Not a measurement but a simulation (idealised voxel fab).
This is a process module. Its name is voxel fin reveal.
Section shown: cut. Width: 290 nm. Cell size: 5 nm, square.
Cross-section, as written here: a square-cell grid given band by band from the top down, where a band holds one or more rows of cells.
Per band: top height and bottom height in nm, followed by the left-to-right materials and their widths in nm; "full width" marks a single material spanning edge to edge, "blank" marks empty space.
Convention: height 0 is the level below which the wafer, as received, is all one material. The lowest band does not terminate at the bottom but continues downward, represented as "0 -> down".
A width given as "30..40" starts at the first number in the band's top row and ends at the second number in its bottom row, shifting by an equal amount at every step from row to row.
For the purposes of this document, the phrase "remained unchanged" attached to a step denotes that no cell within the cross-section was modified by that step.
Basically, "Closed void roster" tells you about the enclosed voids: empty spaces with no open way to the top, 8 cells or bigger, each written width x height at distance, where distance is from the left edge, all in nm.
If you see something after the settings on a step's line, that's the simulator's own remark about that step.
overlay nm: mask offset rightward from planned place, masked step; negative means leftward offset.

Listed below are the process steps as planned
- 1: RECEIVE,material Si
- 2: CONFORMAL_DEP,material SiN,thk nm 5
- 3: MASKED_ETCH,tone cover,mask id FINS,width nm 15,pitch nm 45,etch materials SiN,depth nm 5,overlay nm 0
- 4: MASKED_ETCH,tone cover,mask id FINS,width nm 15,pitch nm 45,etch materials Si,depth nm 40,overlay nm 0
- 5: FILL_DEP,material SiO2,thk nm 10
- 6: CMP,height nm 5
- 7: SELECTIVE_ETCH,etch materials SiO2,depth nm 20
- 8: STRIP,etch materials SiN
- 9: CONFORMAL_DEP,material HfO2,thk nm 5

So this is the incoming wafer in cross-section - it's already been through step 1
- 0 -> down: Si full width
- Closed void roster: none

Same starting wafer, same plan as above, one mistake in the execution; this is the cross-section at the end of the module
- 5 -> 0: blank=65, HfO2=25, blank=20, HfO2=25, blank=20, HfO2=25, blank=20, HfO2=25, blank=65
- 0 -> -10: blank=65, HfO2=5, Si=15, HfO2=5, blank=20, HfO2=5, Si=15, HfO2=5, blank=20, HfO2=5, Si=15, HfO2=5, blank=20, HfO2=5, Si=15, HfO2=5, blank=65
- -10 -> -15: HfO2=70, Si=15, HfO2=30, Si=15, HfO2=30, Si=15, HfO2=30, Si=15, HfO2=70
- -15 -> -35: SiO2=70, Si=15, SiO2=30, Si=15, SiO2=30, Si=15, SiO2=30, Si=15, SiO2=70
- -35 -> down: Si full width
- Closed void roster: none
Deviation from plan: step 4 did not happen as planned, as run it was MASKED_ETCH,tone cover,mask id FINS,width nm 15,pitch nm 45,etch materials Si,depth nm 35,overlay nm 0
